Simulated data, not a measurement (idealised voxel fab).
process module | voxel wiring stack
cross-section cut | 225 nm wide | cells 5 nm
A cross-section is a grid of square cells, given in bands from the top down. A band is one or more rows of cells.
Each band's line starts with the height of the band's top and of its bottom, in nm. Then come its materials from left to right, each with its width in nm. One material with "throughout" fills the band from edge to edge. "air" is empty space.
Height 0 is the level under which the wafer as received is all one material. The lowest band goes on downwards, as in "0 down".
A width such as "30 to 40" changes by the same amount from each row of cells to the next, from the band's top row to its bottom row.
"no change" after a step means that no cell of the cross-section changed.
closed voids: empty space of 8 cells or more with no open way to the top, each as width x height at its distance from the left edge, in nm
after a step's settings: what the simulator itself notes on the step
overlay nm, on a step with a mask: how far to the right of its planned place the mask lay; to the left if negative
plan
1 op RECEIVE | material Si
2 op CONFORMAL_DEP | material SiO2 | thk nm 15
3 op DIRECTIONAL_DEP | material TiN | thk nm 5
4 op DIRECTIONAL_DEP | material Ru | thk nm 20
5 op MASKED_ETCH | tone cover | mask id METAL_1 | width nm 20 | pitch nm 40 | etch materials Ru | depth nm 20 | overlay nm 0
6 op MASKED_ETCH | tone cover | mask id METAL_1 | width nm 20 | pitch nm 40 | etch materials TiN | depth nm 5 | overlay nm 0
7 op FILL_DEP | material lowk | thk nm 5
8 op CMP | height nm 40
9 op CONFORMAL_DEP | material SiCN | thk nm 5
10 op DIRECTIONAL_DEP | material SiO2 | thk nm 20
11 op DIRECTIONAL_DEP | material aC | thk nm 10
12 op PATTERN | tone open | mask id PLUG_1 | material resist | width nm 15 | thk nm 25 | overlay nm 0
13 op DIRECTIONAL_ETCH | etch materials aC | depth nm 10
14 op STRIP | etch materials resist
15 op DIRECTIONAL_ETCH | etch materials SiO2 | depth nm 20
16 op DIRECTIONAL_ETCH | etch materials SiCN | depth nm 5
17 op STRIP | etch materials aC
18 op CONFORMAL_DEP | material TiN | thk nm 5
19 op FILL_DEP | material Ru | thk nm 10
20 op CMP | height nm 65
21 op CONFORMAL_DEP | material SiN | thk nm 5
22 op DIRECTIONAL_DEP | material SiO2 | thk nm 20
23 op DIRECTIONAL_DEP | material aC | thk nm 15
24 op PATTERN | tone open | mask id METAL_2 | material resist | width nm 20 | pitch nm 40 | thk nm 30 | overlay nm 0
25 op DIRECTIONAL_ETCH | etch materials aC | depth nm 15
26 op STRIP | etch materials resist
27 op DIRECTIONAL_ETCH | etch materials SiO2 | depth nm 20
28 op DIRECTIONAL_ETCH | etch materials SiN | depth nm 5
29 op STRIP | etch materials aC
30 op CONFORMAL_DEP | material TiN | thk nm 5
31 op FILL_DEP | material Cu | thk nm 5
32 op CMP | height nm 90
33 op EPI | material Ru | thk nm 5
34 op FILL_DEP | material SiCN | thk nm 5
35 op DIRECTIONAL_DEP | material SiO2 | thk nm 30
36 op MASKED_ETCH | tone open | mask id METAL_3_HOLES | width nm 15 | etch materials SiO2 | depth nm 30 | overlay nm 0
37 op MASKED_ETCH | tone open | mask id METAL_3 | width nm 20 | pitch nm 40 | etch materials SiO2 | depth nm 15 | overlay nm 0
38 op MASKED_ETCH | tone open | mask id METAL_3 | width nm 20 | pitch nm 40 | etch materials SiCN | depth nm 5 | overlay nm 0
39 op CONFORMAL_DEP | material TiN | thk nm 5
40 op FILL_DEP | material Cu | thk nm 10
41 op CMP | height nm 130
42 op CONFORMAL_DEP | material SiN | thk nm 5
as received, after step 1
  0 down: Si throughout
  closed voids: none
a wafer at the end: this start, this plan, one mistake
  135 to 130: SiN throughout
  130 to 120: SiO2 80 | TiN 5 | Cu 10 | TiN 5 | SiO2 20 | TiN 5 | Cu 10 | TiN 5 | SiO2 85
  120 to 115: SiO2 80 | TiN 5 | Cu 5 | TiN 10 | SiO2 20 | TiN 20 | SiO2 85
  115 to 100: SiO2 80 | TiN 5 | Cu 5 | TiN 5 | SiO2 130
  100 to 95: SiCN 80 | TiN 15 | SiCN 130
  95 to 90: SiCN 75 | Ru 30 | SiCN 10 | Ru 30 | SiCN 80
  90 to 70: SiO2 80 | TiN 5 | Cu 10 | TiN 5 | SiO2 20 | TiN 5 | Cu 10 | TiN 5 | SiO2 85
  70 to 65: SiN 80 | TiN 20 | SiN 20 | TiN 20 | SiN 85
  65 to 45: SiO2 80 | TiN 5 | Ru 5 | TiN 5 | SiO2 130
  45 to 40: SiCN 80 | TiN 15 | SiCN 130
  40 to 20: lowk 85 | Ru 20 | lowk 20 | Ru 20 | lowk 80
  20 to 15: lowk 80 | TiN 25 | lowk 15 | TiN 25 | lowk 80
  15 to 0: SiO2 throughout
  0 down: Si throughout
  closed voids: none
what went wrong: step 5 ran as: op MASKED_ETCH | tone cover | mask id METAL_1 | width nm 20 | pitch nm 40 | etch materials Ru | depth nm 20 | overlay nm 5
